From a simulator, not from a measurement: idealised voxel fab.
process module | voxel spacer lines
cross-section cut | 175 nm wide | cells 5 nm
A cross-section is a grid of square cells, given in bands from the top down. A band is one or more rows of cells.
Each band's line starts with the height of the band's top and of its bottom, in nm. Then come its materials from left to right, each with its width in nm. One material with "throughout" fills the band from edge to edge. "air" is empty space.
Height 0 is the level under which the wafer as received is all one material. The lowest band goes on downwards, as in "0 down".
A width such as "30 to 40" changes by the same amount from each row of cells to the next, from the band's top row to its bottom row.
"no change" after a step means that no cell of the cross-section changed.
closed voids: empty space of 8 cells or more with no open way to the top, each as width x height at its distance from the left edge, in nm
after a step's settings: what the simulator itself notes on the step
overlay nm, on a step with a mask: how far to the right of its planned place the mask lay; to the left if negative
plan
1 op RECEIVE | material Si
2 op CONFORMAL_DEP | material Al2O3 | thk nm 5
3 op DIRECTIONAL_DEP | material W | thk nm 15
4 op DIRECTIONAL_DEP | material aC | thk nm 30
5 op PATTERN | tone cover | mask id MANDREL | material resist | width nm 20 | pitch nm 70 | thk nm 35 | overlay nm 0
6 op DIRECTIONAL_ETCH | etch materials aC | depth nm 30
7 op STRIP | etch materials resist
8 op CONFORMAL_DEP | material SiN | thk nm 15
9 op DIRECTIONAL_ETCH | etch materials SiN | depth nm 15
10 op STRIP | etch materials aC
11 op DIRECTIONAL_ETCH | etch materials W | depth nm 15
12 op STRIP | etch materials SiN
13 op FILL_DEP | material SiO2 | thk nm 5
14 op CMP | height nm 20
as received, after step 1
  0 down: Si throughout
  closed voids: none
first wafer at the end, as planned
  20 to 5: SiO2 25 | W 15 | SiO2 20 | W 15 | SiO2 20 | W 15 | SiO2 20 | W 15 | SiO2 30
  5 to 0: Al2O3 throughout
  0 down: Si throughout
  closed voids: none
second wafer at the end: like start, like plan, one mistake
  20 to 5: SiO2 25 | W 15 | SiO2 25 | W 15 | SiO2 15 | W 15 | SiO2 25 | W 15 | SiO2 25
  5 to 0: Al2O3 throughout
  0 down: Si throughout
  closed voids: none
what went wrong: step 5 ran as: op PATTERN | tone cover | mask id MANDREL | material resist | width nm 25 | pitch nm 70 | thk nm 35 | overlay nm 0
at the end the second wafer has, in cells: as many of each material as the first, in other places
